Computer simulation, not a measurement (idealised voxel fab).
The following process module bears the name voxel lift off.
It is cross-section cut that appears here, measuring 275 nm in width, its square cells being 5 nm in size.
The cross-sections in this document take the form of a grid made of square cells. They are written out as bands, in order from top to bottom. Each band consists of one or more rows of cells.
Band: top height; bottom height; in nm. Then, left to right: material with width in nm, for each material. "full width": a single material spanning edge to edge. "air": empty space.
Heights are expressed relative to 0, this being the level below which the as-received wafer comprises one material exclusively. The lowest band is unbounded in the downward direction and is denoted as in "z 0 and below".
So if you see something like "30 to 40" for the width, read it as the top row of the band sitting at the first number and the bottom row at the second, with every row in between moving by the same amount as the last.
Given "nothing different" for a step, no cell of the cross-section differs between before and after that step.
Entry "Enclosed void entries". Content: empty spaces with no open connection to the top, size 8 cells or greater. Each: width x height at distance. Distance: from left edge. Unit: nm.
Heads up: the bit after the settings on a step's line is the simulator's remark on that step.
If you see "overlay nm" on a step's line and that step has a mask, it's telling you how far right of where it was planned the mask ended up; a negative number means it went left instead.
### Steps planned for the process
1,RECEIVE: material Si
2,CONFORMAL_DEP: material SiN, thk nm 15
3,PATTERN: tone open, mask id LINES, material resist, width nm 30, pitch nm 50, thk nm 15, overlay nm 0
4,DIRECTIONAL_DEP: material Ru, thk nm 5
5,STRIP: etch materials resist
6,CONFORMAL_DEP: material SiN, thk nm 10
### What follows covers the first of two wafers; it ran as planned
### Step 1 complete: cross-section of the wafer as received
> z 0 and below  Si full width
> Enclosed void entries: none
### The following cross-section depicts the wafer upon completion of step 2
> z 15 to 0  SiN full width
> Below 0, the layers are the same as they were.
### The following cross-section depicts the wafer upon completion of step 3
> z 30 to 15  resist 70; air 30; resist 20; air 30; resist 20; air 30; resist 75
> Below 15, the layers are the same as they were.
### The following cross-section depicts the wafer upon completion of step 4
> z 35 to 30  Ru 70; air 30; Ru 20; air 30; Ru 20; air 30; Ru 75
> z 30 to 20  resist 70; air 30; resist 20; air 30; resist 20; air 30; resist 75
> z 20 to 15  resist 70; Ru 30; resist 20; Ru 30; resist 20; Ru 30; resist 75
> Below 15, the layers are the same as they were.
### The following cross-section depicts the wafer upon completion of step 5
> z 20 to 15  air 70; Ru 30; air 20; Ru 30; air 20; Ru 30; air 75
> Below 15, the layers are the same as they were.
### The following cross-section depicts the wafer upon completion of step 6
> z 30 to 25  air 60; SiN 150; air 65
> z 25 to 20  SiN full width
> z 20 to 15  SiN 70; Ru 30; SiN 20; Ru 30; SiN 20; Ru 30; SiN 75
> Below 15, the layers are the same as they were.
### It is to be noted that the second wafer proceeded from the same initial state and according to the same plan as the first, although one mistake was committed in its execution; through step 1, inclusive, the two wafers share an identical history
The second wafer cut through, at the time step 2 was supposed to be finished: nothing different
### The second wafer cut through, at the time step 3 was supposed to be finished
> z 15 to 0  resist 70; air 30; resist 20; air 30; resist 20; air 30; resist 75
> Below 0, the layers are the same as they were.
### The second wafer cut through, at the time step 4 was supposed to be finished
> z 20 to 15  Ru 70; air 30; Ru 20; air 30; Ru 20; air 30; Ru 75
> z 15 to 5  resist 70; air 30; resist 20; air 30; resist 20; air 30; resist 75
> z 5 to 0  resist 70; Ru 30; resist 20; Ru 30; resist 20; Ru 30; resist 75
> Below 0, the layers are the same as they were.
### The second wafer cut through, at the time step 5 was supposed to be finished
> z 5 to 0  air 70; Ru 30; air 20; Ru 30; air 20; Ru 30; air 75
> Below 0, the layers are the same as they were.
### The second wafer cut through, at the time step 6 was supposed to be finished
> z 15 to 10  air 60; SiN 150; air 65
> z 10 to 5  SiN full width
> z 5 to 0  SiN 70; Ru 30; SiN 20; Ru 30; SiN 20; Ru 30; SiN 75
> Below 0, the layers are the same as they were.
Short version of what went wrong: plan step 2 was not performed, having been skipped
The second wafer ends with more or fewer cells of some materials than the first, per final count: SiN -165
